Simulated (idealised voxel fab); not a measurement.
Process module in this document: voxel ribs on slabs
This is section cut - it's 175 nm across, gridded in 5 nm square cells.
In what follows, cross-sections appear as grids of square cells, described through bands that run from the top down, where every band is one or more rows of cells. Each band's line starts with the height of the band's top and of its bottom, in nm. Then come its materials from left to right, each with its width in nm. One material with "all across" fills the band from edge to edge. "blank" is empty space. Counting heights begins at 0, where everything beneath is, in the wafer as received, one material. The lowest band has no bottom; it goes on downwards, as "0 nm and below" shows. You'd read "30->40" like this: the band's top row of cells is as wide as the first number, its bottom row is as wide as the second, and going down, every row changes width by the same amount as the row before did. "nothing different", as given for a step, is the statement that not any cell of the cross-section underwent a change during that step. Voids not open to the top, 8 cells minimum: see "Closed void roster". Written width x height at distance; distance is from the left edge; nm. Past the settings on a step's line: simulator remark, on that step. Regarding "overlay nm": on a step with a mask, it is the distance the mask lay to the right of its planned place; a negative value places it to the left.

**plan**
1 RECEIVE, material Si
2 DIRECTIONAL_DEP, material SiO2, thk nm 20
3 DIRECTIONAL_DEP, material polySi, thk nm 15
4 PATTERN, tone cover, mask id RIB, material resist, width nm 30, thk nm 20, overlay nm 0
5 DIRECTIONAL_ETCH, etch materials polySi, depth nm 5
6 STRIP, etch materials resist
7 PATTERN, tone cover, mask id SLAB, material resist, width nm 90, thk nm 20, overlay nm 0
8 DIRECTIONAL_ETCH, etch materials polySi, depth nm 10
9 STRIP, etch materials resist
10 FILL_DEP, material SiO2, thk nm 30
11 CMP, height nm 55
12 DIRECTIONAL_DEP, material TiN, thk nm 10
13 PATTERN, tone cover, mask id HEATER, material resist, width nm 40, thk nm 20, overlay nm 0
14 DIRECTIONAL_ETCH, etch materials TiN, depth nm 5
15 STRIP, etch materials resist
16 CONFORMAL_DEP, material SiO2, thk nm 10
Don't read the plan's depth nm for step 14 as applying to every wafer: that's the first wafer's value, and the wafers differ in it, though they all start identical.

**First wafer of several, as received: cross-section after step 1**
0 nm and below = Si all across
Closed void roster: none

**Take a look at the first of several wafers in cross-section: the module is done, and step 16 was its last step**
75 nm to 70 nm = blank: 55 | SiO2: 60 | blank: 60
70 nm to 65 nm = SiO2 all across
65 nm to 60 nm = SiO2: 65 | TiN: 40 | SiO2: 70
60 nm to 55 nm = TiN all across
55 nm to 35 nm = SiO2 all across
35 nm to 30 nm = SiO2: 70 | polySi: 30 | SiO2: 75
30 nm to 20 nm = SiO2: 40 | polySi: 90 | SiO2: 45
20 nm to 0 nm = SiO2 all across
0 nm and below = Si all across
Closed void roster: none

**Final wafer cross-section at module end**
75 nm to 65 nm = blank: 55 | SiO2: 60 | blank: 60
65 nm to 55 nm = SiO2: 65 | TiN: 40 | SiO2: 70
55 nm to 35 nm = SiO2 all across
35 nm to 30 nm = SiO2: 70 | polySi: 30 | SiO2: 75
30 nm to 20 nm = SiO2: 40 | polySi: 90 | SiO2: 45
20 nm to 0 nm = SiO2 all across
0 nm and below = Si all across
Closed void roster: none

**Gained (+) or lost (-) cells of each material since receipt, then closed voids: one row per wafer, at the end of the module**
depth nm 5 | +417 SiO2 | +43 TiN | +42 polySi | Closed void roster: none
depth nm 10 | +421 SiO2 | +16 TiN | +42 polySi | Closed void roster: none
depth nm 15 | +421 SiO2 | +16 TiN | +42 polySi | Closed void roster: none
depth nm 20 | +421 SiO2 | +16 TiN | +42 polySi | Closed void roster: none
depth nm 25 | +421 SiO2 | +16 TiN | +42 polySi | Closed void roster: none
